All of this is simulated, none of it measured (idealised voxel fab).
Herein follows the process module entitled voxel capacitor over wiring.
For reference, the cross-section in this document is cut, with width 165 nm and square cells of 5 nm.
If you're reading a cross-section in this doc, picture square cells in a grid; it comes to you as bands, top ones listed first down to the bottom, and a band can be one or more rows of cells.
In this notation a band is specified by the heights of its top and bottom, in that order and in nm, after which its materials appear from left to right, each paired with its width in nm. The word "all across" attached to a single material means that material fills the band from edge to edge; the word "air" stands for empty space.
We count height from 0. Below that, the starting wafer is all one material. The lowest band never ends at the bottom but goes on down; see "0 down" for how that is written.
Per-row width for "30..40": begins at first number (top row of band), ends at second number (bottom row), increment between rows held constant.
For the purposes of this document, the phrase "no modifications" attached to a step denotes that no cell within the cross-section was modified by that step.
Reported under the label "Closed cavity list" are the empty spaces having no open way to the top and comprising 8 cells or more; the notation for each is width x height at distance, in which the distance is measured from the left edge and all three values are in nm.
That trailing text on a step's line, after the settings, is the simulator's own remark on the step.
overlay nm: step with mask; distance mask lay right of planned place; negative value = left of planned place.
SO HERE'S THE LINEUP OF PROCESS STEPS WE PLANNED
| 1 | RECEIVE, material Si |
| 2 | CONFORMAL_DEP, material SiO2, thk nm 10 |
| 3 | DIRECTIONAL_DEP, material TiN, thk nm 5 |
| 4 | DIRECTIONAL_DEP, material W, thk nm 15 |
| 5 | PATTERN, tone cover, mask id METAL_1, material resist, width nm 30, pitch nm 85, thk nm 15, overlay nm 0 |
| 6 | DIRECTIONAL_ETCH, etch materials W, depth nm 15 |
| 7 | DIRECTIONAL_ETCH, etch materials TiN, depth nm 5 |
| 8 | STRIP, etch materials resist |
| 9 | FILL_DEP, material SiO2, thk nm 5 |
| 10 | CMP, height nm 30 |
| 11 | CONFORMAL_DEP, material SiCN, thk nm 5 |
| 12 | DIRECTIONAL_DEP, material SiO2, thk nm 10 |
| 13 | MASKED_ETCH, tone open, mask id PLUG_1, width nm 15, etch materials SiO2, depth nm 10, overlay nm 0 |
| 14 | MASKED_ETCH, tone open, mask id PLUG_1, width nm 15, etch materials SiCN, depth nm 5, overlay nm 0 |
| 15 | EPI, material Ru, thk nm 10 |
| 16 | EPI, material Ru, thk nm 5 |
| 17 | DIRECTIONAL_DEP, material TiN, thk nm 5 |
| 18 | DIRECTIONAL_DEP, material SiN, thk nm 5 |
| 19 | DIRECTIONAL_DEP, material TiN, thk nm 5 |
| 20 | MASKED_ETCH, tone cover, mask id UPPER_PLATE, width nm 60, etch materials TiN, depth nm 5, overlay nm 0 |
| 21 | MASKED_ETCH, tone cover, mask id UPPER_PLATE, width nm 60, etch materials SiN, depth nm 5, overlay nm 0 |
| 22 | MASKED_ETCH, tone cover, mask id LOWER_PLATE, width nm 70, etch materials TiN, depth nm 5, overlay nm 0 |
| 23 | FILL_DEP, material SiO2, thk nm 20 |
| 24 | CMP, height nm 75 |
| 25 | PATTERN, tone open, mask id PLUG_2, material resist, width nm 15, thk nm 20, overlay nm 0 |
| 26 | DIRECTIONAL_ETCH, etch materials SiO2, depth nm 15 |
| 27 | STRIP, etch materials resist |
| 28 | CONFORMAL_DEP, material TiN, thk nm 5 |
| 29 | FILL_DEP, material W, thk nm 5 |
| 30 | CMP, height nm 75 |
| 31 | CONFORMAL_DEP, material SiN, thk nm 5 |
THE CROSS-SECTION HERE SHOWS THE WAFER AS RECEIVED, I.E. IN ITS STATE AFTER STEP 1
* 0 down: Si all across
* Closed cavity list: none
FIRST OF TWO WAFERS: CROSS-SECTION AT END OF MODULE, RUN PER PLAN
* 80 to 75: SiN all across
* 75 to 65: 50 SiO2, then 5 TiN, then 5 W, then 5 TiN, then 100 SiO2
* 65 to 55: 50..40 SiO2, then 15..60 TiN, then 100..65 SiO2
* 55 to 50: 40 SiO2, then 60 SiN, then 65 SiO2
* 50 to 45: 35 SiO2, then 70 TiN, then 60 SiO2
* 45 to 35: 40 SiO2, then 15 Ru, then 110 SiO2
* 35 to 30: 40 SiCN, then 15 Ru, then 110 SiCN
* 30 to 15: 25 SiO2, then 30 W, then 55 SiO2, then 30 W, then 25 SiO2
* 15 to 10: 25 SiO2, then 30 TiN, then 55 SiO2, then 30 TiN, then 25 SiO2
* 10 to 0: SiO2 all across
* 0 down: Si all across
* Closed cavity list: none
SECOND WAFER AT THE END: LIKE START, LIKE PLAN, ONE MISTAKE
* 80 to 75: SiN all across
* 75 to 65: 50 SiO2, then 5 TiN, then 5 W, then 5 TiN, then 100 SiO2
* 65 to 55: 50..40 SiO2, then 15..60 TiN, then 100..65 SiO2
* 55 to 50: 40 SiO2, then 60 SiN, then 65 SiO2
* 50 to 45: 35 SiO2, then 70 TiN, then 60 SiO2
* 45 to 35: 35 SiO2, then 25 Ru, then 105 SiO2
* 35 to 30: 40 SiCN, then 15 Ru, then 110 SiCN
* 30 to 15: 25 SiO2, then 30 W, then 55 SiO2, then 30 W, then 25 SiO2
* 15 to 10: 25 SiO2, then 30 TiN, then 55 SiO2, then 30 TiN, then 25 SiO2
* 10 to 0: SiO2 all across
* 0 down: Si all across
* Closed cavity list: none
Processing error: not per plan at step 13, really ran MASKED_ETCH, tone open, mask id PLUG_1, width nm 25, etch materials SiO2, depth nm 10, overlay nm 0
Final difference in cells, second wafer against first, listed per material as more or fewer: 4 more of Ru | 4 fewer of SiO2
